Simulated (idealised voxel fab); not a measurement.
process module | voxel air gaps
cross-section cut | 220 nm wide | cells 5 nm
A cross-section is a grid of square cells, given in bands from the top down. A band is one or more rows of cells.
Each band's line starts with the height of the band's top and of its bottom, in nm. Then come its materials from left to right, each with its width in nm. One material with "throughout" fills the band from edge to edge. "air" is empty space.
Height 0 is the level under which the wafer as received is all one material. The lowest band goes on downwards, as in "0 down".
A width such as "30 to 40" changes by the same amount from each row of cells to the next, from the band's top row to its bottom row.
"no change" after a step means that no cell of the cross-section changed.
closed voids: empty space of 8 cells or more with no open way to the top, each as width x height at its distance from the left edge, in nm
after a step's settings: what the simulator itself notes on the step
overlay nm, on a step with a mask: how far to the right of its planned place the mask lay; to the left if negative
plan
1 op RECEIVE | material Si
2 op CONFORMAL_DEP | material SiO2 | thk nm 10
3 op CONFORMAL_DEP | material SiN | thk nm 5
4 op DIRECTIONAL_DEP | material SiO2 | thk nm 40
5 op MASKED_ETCH | tone open | mask id LINES | width nm 15 | pitch nm 40 | etch materials SiO2 | depth nm 40 | overlay nm 0
6 op CONFORMAL_DEP | material TiN | thk nm 5
7 op FILL_DEP | material Ru | thk nm 5
8 op CMP | height nm 55
9 op EPI | material Ru | thk nm 10
10 op SELECTIVE_ETCH | etch materials SiO2 | depth nm 50
11 op CONFORMAL_DEP | material SiCN | thk nm 5
first wafer, as planned
as received, after step 1
  0 down: Si throughout
  closed voids: none
after step 2
  10 to 0: SiO2 throughout
  below 0: unchanged
after step 3
  15 to 10: SiN throughout
  below 10: unchanged
after step 4
  55 to 15: SiO2 throughout
  below 15: unchanged
after step 5
  55 to 15: SiO2 60 | air 15 | SiO2 25 | air 15 | SiO2 25 | air 15 | SiO2 65
  below 15: unchanged
after step 6
  60 to 55: TiN 65 | air 5 | TiN 35 | air 5 | TiN 35 | air 5 | TiN 70
  55 to 20: SiO2 60 | TiN 5 | air 5 | TiN 5 | SiO2 25 | TiN 5 | air 5 | TiN 5 | SiO2 25 | TiN 5 | air 5 | TiN 5 | SiO2 65
  20 to 15: SiO2 60 | TiN 15 | SiO2 25 | TiN 15 | SiO2 25 | TiN 15 | SiO2 65
  below 15: unchanged
after step 7
  65 to 60: Ru throughout
  60 to 55: TiN 65 | Ru 5 | TiN 35 | Ru 5 | TiN 35 | Ru 5 | TiN 70
  55 to 20: SiO2 60 | TiN 5 | Ru 5 | TiN 5 | SiO2 25 | TiN 5 | Ru 5 | TiN 5 | SiO2 25 | TiN 5 | Ru 5 | TiN 5 | SiO2 65
  below 20: unchanged
after step 8
  55 to 20: SiO2 60 | TiN 5 | Ru 5 | TiN 5 | SiO2 25 | TiN 5 | Ru 5 | TiN 5 | SiO2 25 | TiN 5 | Ru 5 | TiN 5 | SiO2 65
  below 20: unchanged
after step 9
  65 to 55: air 50 | Ru 35 | air 5 | Ru 35 | air 5 | Ru 35 | air 55
  below 55: unchanged
after step 10
  65 to 55: air 50 | Ru 35 | air 5 | Ru 35 | air 5 | Ru 35 | air 55
  55 to 20: air 60 | TiN 5 | Ru 5 | TiN 5 | air 25 | TiN 5 | Ru 5 | TiN 5 | air 25 | TiN 5 | Ru 5 | TiN 5 | air 65
  20 to 15: air 60 | TiN 15 | air 25 | TiN 15 | air 25 | TiN 15 | air 65
  below 15: unchanged
after step 11
  70 to 65: air 45 | SiCN 125 | air 50
  65 to 55: air 45 | SiCN 5 | Ru 35 | SiCN 5 | Ru 35 | SiCN 5 | Ru 35 | SiCN 5 | air 50
  55 to 50: air 45 | SiCN 15 | TiN 5 | Ru 5 | TiN 5 | SiCN 25 | TiN 5 | Ru 5 | TiN 5 | SiCN 25 | TiN 5 | Ru 5 | TiN 5 | SiCN 15 | air 50
  50 to 20: air 55 | SiCN 5 | TiN 5 | Ru 5 | TiN 5 | SiCN 5 | air 15 | SiCN 5 | TiN 5 | Ru 5 | TiN 5 | SiCN 5 | air 15 | SiCN 5 | TiN 5 | Ru 5 | TiN 5 | SiCN 5 | air 60
  20 to 15: SiCN 60 | TiN 15 | SiCN 25 | TiN 15 | SiCN 25 | TiN 15 | SiCN 65
  below 15: unchanged
  closed voids: 15 x 30 at 80; 15 x 30 at 120
second wafer: like start, like plan, one mistake. Through step 4 it matches the first wafer
when step 5 should have ended
  55 to 15: SiO2 70 | air 15 | SiO2 25 | air 15 | SiO2 25 | air 15 | SiO2 55
  below 15: unchanged
when step 6 should have ended
  60 to 55: TiN 75 | air 5 | TiN 35 | air 5 | TiN 35 | air 5 | TiN 60
  55 to 20: SiO2 70 | TiN 5 | air 5 | TiN 5 | SiO2 25 | TiN 5 | air 5 | TiN 5 | SiO2 25 | TiN 5 | air 5 | TiN 5 | SiO2 55
  20 to 15: SiO2 70 | TiN 15 | SiO2 25 | TiN 15 | SiO2 25 | TiN 15 | SiO2 55
  below 15: unchanged
when step 7 should have ended
  65 to 60: Ru throughout
  60 to 55: TiN 75 | Ru 5 | TiN 35 | Ru 5 | TiN 35 | Ru 5 | TiN 60
  55 to 20: SiO2 70 | TiN 5 | Ru 5 | TiN 5 | SiO2 25 | TiN 5 | Ru 5 | TiN 5 | SiO2 25 | TiN 5 | Ru 5 | TiN 5 | SiO2 55
  below 20: unchanged
when step 8 should have ended
  55 to 20: SiO2 70 | TiN 5 | Ru 5 | TiN 5 | SiO2 25 | TiN 5 | Ru 5 | TiN 5 | SiO2 25 | TiN 5 | Ru 5 | TiN 5 | SiO2 55
  below 20: unchanged
when step 9 should have ended
  65 to 55: air 60 | Ru 35 | air 5 | Ru 35 | air 5 | Ru 35 | air 45
  below 55: unchanged
when step 10 should have ended
  65 to 55: air 60 | Ru 35 | air 5 | Ru 35 | air 5 | Ru 35 | air 45
  55 to 20: air 70 | TiN 5 | Ru 5 | TiN 5 | air 25 | TiN 5 | Ru 5 | TiN 5 | air 25 | TiN 5 | Ru 5 | TiN 5 | air 55
  20 to 15: air 70 | TiN 15 | air 25 | TiN 15 | air 25 | TiN 15 | air 55
  below 15: unchanged
when step 11 should have ended
  70 to 65: air 55 | SiCN 125 | air 40
  65 to 55: air 55 | SiCN 5 | Ru 35 | SiCN 5 | Ru 35 | SiCN 5 | Ru 35 | SiCN 5 | air 40
  55 to 50: air 55 | SiCN 15 | TiN 5 | Ru 5 | TiN 5 | SiCN 25 | TiN 5 | Ru 5 | TiN 5 | SiCN 25 | TiN 5 | Ru 5 | TiN 5 | SiCN 15 | air 40
  50 to 20: air 65 | SiCN 5 | TiN 5 | Ru 5 | TiN 5 | SiCN 5 | air 15 | SiCN 5 | TiN 5 | Ru 5 | TiN 5 | SiCN 5 | air 15 | SiCN 5 | TiN 5 | Ru 5 | TiN 5 | SiCN 5 | air 50
  20 to 15: SiCN 70 | TiN 15 | SiCN 25 | TiN 15 | SiCN 25 | TiN 15 | SiCN 55
  below 15: unchanged
  closed voids: 15 x 30 at 90; 15 x 30 at 130
what went wrong: step 5 ran as: op MASKED_ETCH | tone open | mask id LINES | width nm 15 | pitch nm 40 | etch materials SiO2 | depth nm 40 | overlay nm 10
at the end the second wafer has, in cells: as many of each material as the first, in other places
